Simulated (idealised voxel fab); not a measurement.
voxel capacitor over wiring: a process module
Square cells of 5 nm make up the cross-section cut, whose width is 155 nm.
In this document a cross-section is written as a grid of square cells. It is given as a series of bands, listed from the top down, and a band is one or more rows of cells.
Band: top height; bottom height; in nm. Then, left to right: material with width in nm, for each material. "throughout": a single material spanning edge to edge. "blank": empty space.
Height datum 0, below which the as-received substrate wafer is one material. Lowest band open at the bottom, running downward: "0 -> down".
So if you see something like "30 to 40" for the width, read it as the top row of the band sitting at the first number and the bottom row at the second, with every row in between moving by the same amount as the last.
For the purposes of this document, the phrase "same as before" attached to a step denotes that no cell within the cross-section was modified by that step.
In "Catalogued sealed voids" the enclosed voids are listed, meaning empty spaces of 8 cells or larger without any opening to the top. The form is width x height at distance, distance from the left edge, units nm.
If you see something after the settings on a step's line, that's the simulator's own remark about that step.
On any step carrying a mask, the "overlay nm" setting, if present on the step's line, tells how far right of its planned place the mask lay; negative values point to the left.

## Steps in the process plan
1) RECEIVE (material Si)
2) CONFORMAL_DEP (material SiO2; thk nm 10)
3) DIRECTIONAL_DEP (material TiN; thk nm 5)
4) DIRECTIONAL_DEP (material Ru; thk nm 20)
5) DIRECTIONAL_DEP (material aC; thk nm 10)
6) PATTERN (tone cover; mask id METAL_1; material resist; width nm 25; pitch nm 95; thk nm 30; overlay nm 0)
7) DIRECTIONAL_ETCH (etch materials aC; depth nm 10)
8) STRIP (etch materials resist)
9) DIRECTIONAL_ETCH (etch materials Ru; depth nm 20)
10) DIRECTIONAL_ETCH (etch materials TiN; depth nm 5)
11) STRIP (etch materials aC)
12) CONFORMAL_DEP (material SiN; thk nm 5)
13) FILL_DEP (material lowk; thk nm 5)
14) CMP (height nm 35)
15) CONFORMAL_DEP (material SiCN; thk nm 5)
16) DIRECTIONAL_DEP (material lowk; thk nm 15)
17) PATTERN (tone open; mask id PLUG_1; material resist; width nm 15; thk nm 15; overlay nm 0)
18) DIRECTIONAL_ETCH (etch materials lowk; depth nm 15)
19) DIRECTIONAL_ETCH (etch materials SiCN; depth nm 5)
20) STRIP (etch materials resist)
21) EPI (material Ru; thk nm 10)
22) EPI (material Ru; thk nm 10)
23) DIRECTIONAL_DEP (material TiN; thk nm 5)
24) DIRECTIONAL_DEP (material Al2O3; thk nm 5)
25) DIRECTIONAL_DEP (material TiN; thk nm 10)
26) PATTERN (tone cover; mask id UPPER_PLATE; material resist; width nm 75; thk nm 20; overlay nm 0)
27) DIRECTIONAL_ETCH (etch materials TiN; depth nm 10)
28) DIRECTIONAL_ETCH (etch materials Al2O3; depth nm 5)
29) STRIP (etch materials resist)
30) PATTERN (tone cover; mask id LOWER_PLATE; material resist; width nm 85; thk nm 20; overlay nm 0)
31) DIRECTIONAL_ETCH (etch materials TiN; depth nm 5)
32) STRIP (etch materials resist)
33) FILL_DEP (material SiO2; thk nm 15)
34) CMP (height nm 85)
35) DIRECTIONAL_DEP (material aC; thk nm 10)
36) PATTERN (tone open; mask id PLUG_2; material resist; width nm 15; thk nm 25; overlay nm 0)
37) DIRECTIONAL_ETCH (etch materials aC; depth nm 10)
38) STRIP (etch materials resist)
39) DIRECTIONAL_ETCH (etch materials SiO2; depth nm 10)
40) STRIP (etch materials aC)
41) CONFORMAL_DEP (material TiN; thk nm 5)
42) FILL_DEP (material Ru; thk nm 10)
43) CMP (height nm 85)
44) CONFORMAL_DEP (material SiCN; thk nm 5)

## Incoming wafer in cross-section (state: after step 1)
0 -> down  Si throughout
Catalogued sealed voids: none

## As-planned run: cross-section of the first of two wafers at end of module
90 -> 85  SiCN throughout
85 -> 80  SiO2 35  TiN 5  Ru 5  TiN 5  SiO2 105
80 -> 75  SiO2 35  TiN 15  SiO2 105
75 -> 65  SiO2 25  TiN 75  SiO2 55
65 -> 60  SiO2 25  Al2O3 75  SiO2 55
60 -> 55  SiO2 20  TiN 85  SiO2 50
55 -> 40  lowk 25  Ru 15  lowk 115
40 -> 35  SiCN 25  Ru 15  SiCN 115
35 -> 15  lowk 10  SiN 5  Ru 25  SiN 5  lowk 60  SiN 5  Ru 25  SiN 5  lowk 15
15 -> 10  SiN 15  TiN 25  SiN 70  TiN 25  SiN 20
10 -> 0  SiO2 throughout
0 -> down  Si throughout
Catalogued sealed voids: none

## Cross-section of the latter of the two wafers at module completion. It had an identical start and an identical plan to the former; in running it, one mistake was made
90 -> 85  SiCN throughout
85 -> 80  SiO2 35  TiN 5  Ru 5  TiN 5  SiO2 105
80 -> 75  SiO2 35  TiN 15  SiO2 105
75 -> 70  SiO2 20  TiN 5  SiO2 75  TiN 5  SiO2 50
70 -> 65  TiN 25  SiO2 75  TiN 55
65 -> 60  Al2O3 25  SiO2 75  Al2O3 55
60 -> 55  TiN throughout
55 -> 40  lowk 25  Ru 15  lowk 115
40 -> 35  SiCN 25  Ru 15  SiCN 115
35 -> 15  lowk 10  SiN 5  Ru 25  SiN 5  lowk 60  SiN 5  Ru 25  SiN 5  lowk 15
15 -> 10  SiN 15  TiN 25  SiN 70  TiN 25  SiN 20
10 -> 0  SiO2 throughout
0 -> down  Si throughout
Catalogued sealed voids: none
Nonconformance to the process plan: step 26 off recipe, ran as PATTERN (tone open; mask id UPPER_PLATE; material resist; width nm 75; thk nm 20; overlay nm 0)
The second wafer ends with more or fewer cells of some materials than the first, per final count: +1 Al2O3 | -3 SiO2 | +2 TiN
